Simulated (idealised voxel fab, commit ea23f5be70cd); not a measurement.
Presented below is a process module, voxel air gaps.
Pictured: cross-section cut, 170 nm wide, on a grid of 5 nm square cells.
A cross-section in this document is a grid of square cells, and it is written down as bands, the top band listed before the ones below it; a band is made up of one or more rows of cells.
Heights first: top, then bottom, in nm. Then materials, left to right, each with a width in nm. "throughout" on a single material: fills the band edge to edge. "blank": empty space.
Heads up on the height convention: 0 is the point under which the incoming wafer is all one material, and the lowest band has no bottom, it just keeps going down, like "0 and below".
Graded width ("30..40"): value in top row of band = first number; value in bottom row = second number; row-to-row change constant.
"remained the same" (step): cross-section cells unchanged, all of them.
"Fully enclosed voids" means: voids of 8 cells or more that are shut off from the top with no open way through. Written width x height at distance, distance from the left edge, in nm.
Post-settings text on a step line: simulator's own remark regarding the step.
The setting "overlay nm" may be written on the line of a step. When the step uses a mask, the value reports how far to the right of the planned place the mask lay, and a negative value reports that it lay to the left.
-- So here's the lineup of process steps we planned
- 1: op RECEIVE | material Si
- 2: op CONFORMAL_DEP | material SiO2 | thk nm 15
- 3: op CONFORMAL_DEP | material SiCN | thk nm 5
- 4: op DIRECTIONAL_DEP | material lowk | thk nm 30
- 5: op MASKED_ETCH | tone open | mask id LINES | width nm 15 | pitch nm 45 | etch materials lowk | depth nm 30 | overlay nm 0
- 6: op CONFORMAL_DEP | material TiN | thk nm 5
- 7: op FILL_DEP | material Cu | thk nm 10
- 8: op CMP | height nm 50
- 9: op EPI | material Ru | thk nm 10
- 10: op SELECTIVE_ETCH | etch materials lowk | depth nm 40
- 11: op CONFORMAL_DEP | material SiCN | thk nm 5
It is noted that the wafers described herein are identical at the outset and are distinguished by the width nm of step 5; the value stated in the plan corresponds to the first wafer.
-- The first of several wafers as received, shown in cross-section; this is its state after step 1
    0 and below  Si throughout
    Fully enclosed voids: none
-- End of the module, past its last step, step 11: how the first of several wafers looks in cross-section
    65 down to 60  blank: 15 / SiCN: 135 / blank: 20
    60 down to 50  blank: 15 / SiCN: 5 / Ru: 35 / SiCN: 10 / Ru: 35 / SiCN: 10 / Ru: 35 / SiCN: 5 / blank: 20
    50 down to 45  blank: 15 / SiCN: 15 / TiN: 5 / Cu: 5 / TiN: 5 / SiCN: 30 / TiN: 5 / Cu: 5 / TiN: 5 / SiCN: 30 / TiN: 5 / Cu: 5 / TiN: 5 / SiCN: 15 / blank: 20
    45 down to 25  blank: 25 / SiCN: 5 / TiN: 5 / Cu: 5 / TiN: 5 / SiCN: 5 / blank: 20 / SiCN: 5 / TiN: 5 / Cu: 5 / TiN: 5 / SiCN: 5 / blank: 20 / SiCN: 5 / TiN: 5 / Cu: 5 / TiN: 5 / SiCN: 5 / blank: 30
    25 down to 20  SiCN: 30 / TiN: 15 / SiCN: 30 / TiN: 15 / SiCN: 30 / TiN: 15 / SiCN: 35
    20 down to 15  SiCN throughout
    15 down to 0  SiO2 throughout
    0 and below  Si throughout
    Fully enclosed voids: 20 x 20 at 50; 20 x 20 at 95
-- Showing the last wafer in cross-section at the end of the module
    65 down to 60  blank: 10 / SiCN: 150 / blank: 10
    60 down to 50  blank: 10 / SiCN: 5 / Ru: 140 / SiCN: 5 / blank: 10
    50 down to 45  blank: 10 / SiCN: 15 / TiN: 5 / Cu: 20 / TiN: 5 / lowk: 15 / TiN: 5 / Cu: 20 / TiN: 5 / lowk: 15 / TiN: 5 / Cu: 20 / TiN: 5 / SiCN: 15 / blank: 10
    45 down to 25  blank: 20 / SiCN: 5 / TiN: 5 / Cu: 20 / TiN: 5 / lowk: 15 / TiN: 5 / Cu: 20 / TiN: 5 / lowk: 15 / TiN: 5 / Cu: 20 / TiN: 5 / SiCN: 5 / blank: 20
    25 down to 20  SiCN: 25 / TiN: 30 / lowk: 15 / TiN: 30 / lowk: 15 / TiN: 30 / SiCN: 25
    20 down to 15  SiCN throughout
    15 down to 0  SiO2 throughout
    0 and below  Si throughout
    Fully enclosed voids: none
-- Heads up, this table goes wafer by wafer. A row tells you, at the end of the module, how many cells of each material that wafer has put on (+) or dropped (-) since it was received, and then its closed voids
width nm 15 | +15 Cu | +42 Ru | +140 SiCN | +102 SiO2 | +39 TiN | Fully enclosed voids: 20 x 20 at 50; 20 x 20 at 95
width nm 20 | +30 Cu | +48 Ru | +132 SiCN | +102 SiO2 | +42 TiN | Fully enclosed voids: 15 x 20 at 55; 15 x 20 at 100
width nm 25 | +45 Cu | +54 Ru | +92 SiCN | +102 SiO2 | +45 TiN | +48 lowk | Fully enclosed voids: none
width nm 30 | +60 Cu | +56 Ru | +92 SiCN | +102 SiO2 | +48 TiN | +36 lowk | Fully enclosed voids: none
